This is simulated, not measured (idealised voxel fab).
You're looking at the process module voxel wiring stack.
FYI the section here is cut, 150 nm wide, cells are 5 nm squares.
A cross-section is a grid of square cells, given in bands from the top down. A band is one or more rows of cells. For a band, the entry starts with two heights in nm, that of the top and then that of the bottom, and carries on with the band's materials in order from left to right, each alongside its width in nm; the word "all across" beside a single material means it fills the band edge to edge, and "air" means empty space. Heights are reckoned from 0. Under this level, the received wafer is all of one material. The bottommost band is open-ended downward, for example "0 and below". Graded width ("30->40"): value in top row of band = first number; value in bottom row = second number; row-to-row change constant. For the purposes of this document, the phrase "remained the same" attached to a step denotes that no cell within the cross-section was modified by that step. Closed-off voids of 8+ cells (no open route to the top) go in "Closed void roster", written width x height at distance from the left edge, in nm. That trailing text on a step's line, after the settings, is the simulator's own remark on the step. The line of a step may include "overlay nm". On a step with a mask, this value is how far to the right of its planned place the mask lay. A negative value means the mask lay to the left.

Planned step list for the process:
1,RECEIVE: material Si
2,CONFORMAL_DEP: material SiO2, thk nm 15
3,CONFORMAL_DEP: material SiCN, thk nm 5
4,DIRECTIONAL_DEP: material SiO2, thk nm 15
5,DIRECTIONAL_DEP: material aC, thk nm 10
6,PATTERN: tone open, mask id METAL_1, material resist, width nm 25, pitch nm 40, thk nm 25, overlay nm 0
7,DIRECTIONAL_ETCH: etch materials aC, depth nm 10
8,STRIP: etch materials resist
9,DIRECTIONAL_ETCH: etch materials SiO2, depth nm 15
10,DIRECTIONAL_ETCH: etch materials SiCN, depth nm 5
11,STRIP: etch materials aC
12,CONFORMAL_DEP: material TiN, thk nm 5
13,FILL_DEP: material Cu, thk nm 5
14,CMP: height nm 35
15,CONFORMAL_DEP: material SiCN, thk nm 5
16,DIRECTIONAL_DEP: material lowk, thk nm 30
17,DIRECTIONAL_DEP: material aC, thk nm 15
18,PATTERN: tone open, mask id METAL_2, material resist, width nm 25, pitch nm 40, thk nm 30, overlay nm -5
19,DIRECTIONAL_ETCH: etch materials aC, depth nm 15
20,STRIP: etch materials resist
21,DIRECTIONAL_ETCH: etch materials lowk, depth nm 15
22,STRIP: etch materials aC
23,MASKED_ETCH: tone open, mask id METAL_2_HOLES, width nm 15, pitch nm 80, etch materials lowk, depth nm 15, overlay nm 0
24,MASKED_ETCH: tone open, mask id METAL_2_HOLES, width nm 15, pitch nm 80, etch materials SiCN, depth nm 5, overlay nm 0
25,CONFORMAL_DEP: material TiN, thk nm 5
26,FILL_DEP: material Ru, thk nm 10
27,CMP: height nm 70
28,CONFORMAL_DEP: material SiN, thk nm 5
Heads up: all these wafers start the same, and what changes between them is the overlay nm in step 18. The value you see in the plan is just what the first wafer got.

Here's the first of the wafers in cross-section, just as we got it, i.e. after step 1:
  0 and below = Si all across
  Closed void roster: none

Cross-section of the first of several wafers once the module has run through its last step, step 28:
  75 down to 70 = SiN all across
  70 down to 60 = 15 lowk; 5 TiN; 15 Ru; 5 TiN; 15 lowk; 5 TiN; 15 Ru; 5 TiN; 15 lowk; 5 TiN; 15 Ru; 5 TiN; 30 lowk
  60 down to 55 = 15 lowk; 10 TiN; 5 Ru; 10 TiN; 15 lowk; 25 TiN; 15 lowk; 10 TiN; 5 Ru; 10 TiN; 30 lowk
  55 down to 40 = 20 lowk; 5 TiN; 5 Ru; 5 TiN; 65 lowk; 5 TiN; 5 Ru; 5 TiN; 35 lowk
  40 down to 35 = 20 SiCN; 15 TiN; 65 SiCN; 15 TiN; 35 SiCN
  35 down to 20 = 20 SiO2; 5 TiN; 15 Cu; 5 TiN; 15 SiO2; 5 TiN; 15 Cu; 5 TiN; 15 SiO2; 5 TiN; 15 Cu; 5 TiN; 25 SiO2
  20 down to 15 = 20 SiCN; 25 TiN; 15 SiCN; 25 TiN; 15 SiCN; 25 TiN; 25 SiCN
  15 down to 0 = SiO2 all across
  0 and below = Si all across
  Closed void roster: none

Cross-section of the final wafer among several, taken at the end of the module:
  75 down to 70 = SiN all across
  70 down to 60 = 20 lowk; 5 TiN; 25 Ru; 5 TiN; 15 lowk; 5 TiN; 15 Ru; 5 TiN; 5 lowk; 5 TiN; 25 Ru; 5 TiN; 15 lowk
  60 down to 55 = 20 lowk; 35 TiN; 15 lowk; 25 TiN; 5 lowk; 35 TiN; 15 lowk
  55 down to 40 = 30 lowk; 5 TiN; 75 lowk; 5 TiN; 35 lowk
  40 down to 35 = 30 SiCN; 5 TiN; 75 SiCN; 5 TiN; 35 SiCN
  35 down to 20 = 20 SiO2; 5 TiN; 15 Cu; 5 TiN; 15 SiO2; 5 TiN; 15 Cu; 5 TiN; 15 SiO2; 5 TiN; 15 Cu; 5 TiN; 25 SiO2
  20 down to 15 = 20 SiCN; 25 TiN; 15 SiCN; 25 TiN; 15 SiCN; 25 TiN; 25 SiCN
  15 down to 0 = SiO2 all across
  0 and below = Si all across
  Closed void roster: none

For your reference, the table is organized with a row per wafer; each row reflects the wafer at the end of the module, indicating for each material the cells gained (+) or lost (-) since receipt, and thereafter its closed voids:
overlay nm -5, +27 Cu, +26 Ru, +39 SiCN, +30 SiN, +135 SiO2, +76 TiN, +117 lowk, Closed void roster: none
overlay nm 0, +27 Cu, +26 Ru, +39 SiCN, +30 SiN, +135 SiO2, +76 TiN, +117 lowk, Closed void roster: none
overlay nm 5, +27 Cu, +22 Ru, +41 SiCN, +30 SiN, +135 SiO2, +78 TiN, +117 lowk, Closed void roster: none
overlay nm 10, +27 Cu, +26 Ru, +43 SiCN, +30 SiN, +135 SiO2, +72 TiN, +117 lowk, Closed void roster: none
